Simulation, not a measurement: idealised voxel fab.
Presented below is a process module, voxel fin reveal.
The figure presents cross-section cut, which has a width of 165 nm and is divided into square cells with an edge length of 5 nm.
In this document a cross-section is written as a grid of square cells. It is given as a series of bands, listed from the top down, and a band is one or more rows of cells. In this notation a band is specified by the heights of its top and bottom, in that order and in nm, after which its materials appear from left to right, each paired with its width in nm. The word "everywhere" attached to a single material means that material fills the band from edge to edge; the word "blank" stands for empty space. The reference from which all heights are counted is 0, the level beneath which the as-received wafer is entirely one material; the lowest band, having no lower bound, proceeds downward and is written after the example "z 0 and below". You'd read "30 to 40" like this: the band's top row of cells is as wide as the first number, its bottom row is as wide as the second, and going down, every row changes width by the same amount as the row before did. "no alterations made" -> step changed no cross-section cell. Unvented internal voids: empty space of 8 cells or more with no open way to the top, each as width x height at its distance from the left edge, in nm. It should be noted that, on the line of a given step, the content following the step's settings is a remark produced by the simulator itself with respect to that step. "overlay nm" answers the question of how far to the right of plan the mask lay on a step that has a mask, and when it is negative the answer is to the left.
BELOW IS THE LIST OF PLANNED PROCESS STEPS
- 1: RECEIVE,material Si
- 2: CONFORMAL_DEP,material SiN,thk nm 5
- 3: MASKED_ETCH,tone cover,mask id FINS,width nm 15,pitch nm 40,etch materials SiN,depth nm 5,overlay nm 0
- 4: MASKED_ETCH,tone cover,mask id FINS,width nm 15,pitch nm 40,etch materials Si,depth nm 40,overlay nm 0
- 5: OXIDIZE,depth nm 5
- 6: FILL_DEP,material SiO2,thk nm 10
- 7: CMP,height nm 5
- 8: SELECTIVE_ETCH,etch materials SiO2,depth nm 25
- 9: STRIP,etch materials SiN
- 10: CONFORMAL_DEP,material SiO2,thk nm 5
INCOMING WAFER, CROSS-SECTIONAL VIEW, POST STEP 1
- z 0 and below = Si everywhere
- Unvented internal voids: none
END STATE OF THE MODULE IN CROSS-SECTION, GIVEN THE ABOVE STARTING POINT AND PLAN AND ONE MISTAKE IN EXECUTION
- z 5 to 0 = blank 55 / SiN 15 / blank 25 / SiN 15 / blank 55
- z 0 to -15 = blank 55 / SiN 5 / Si 5 / SiN 5 / blank 25 / SiN 5 / Si 5 / SiN 5 / blank 55
- z -15 to -20 = SiN 60 / Si 5 / SiN 35 / Si 5 / SiN 60
- z -20 to -45 = SiO2 60 / Si 5 / SiO2 35 / Si 5 / SiO2 60
- z -45 and below = Si everywhere
- Unvented internal voids: none
Run error: step 10 did not happen as planned, as run it was CONFORMAL_DEP,material SiN,thk nm 5
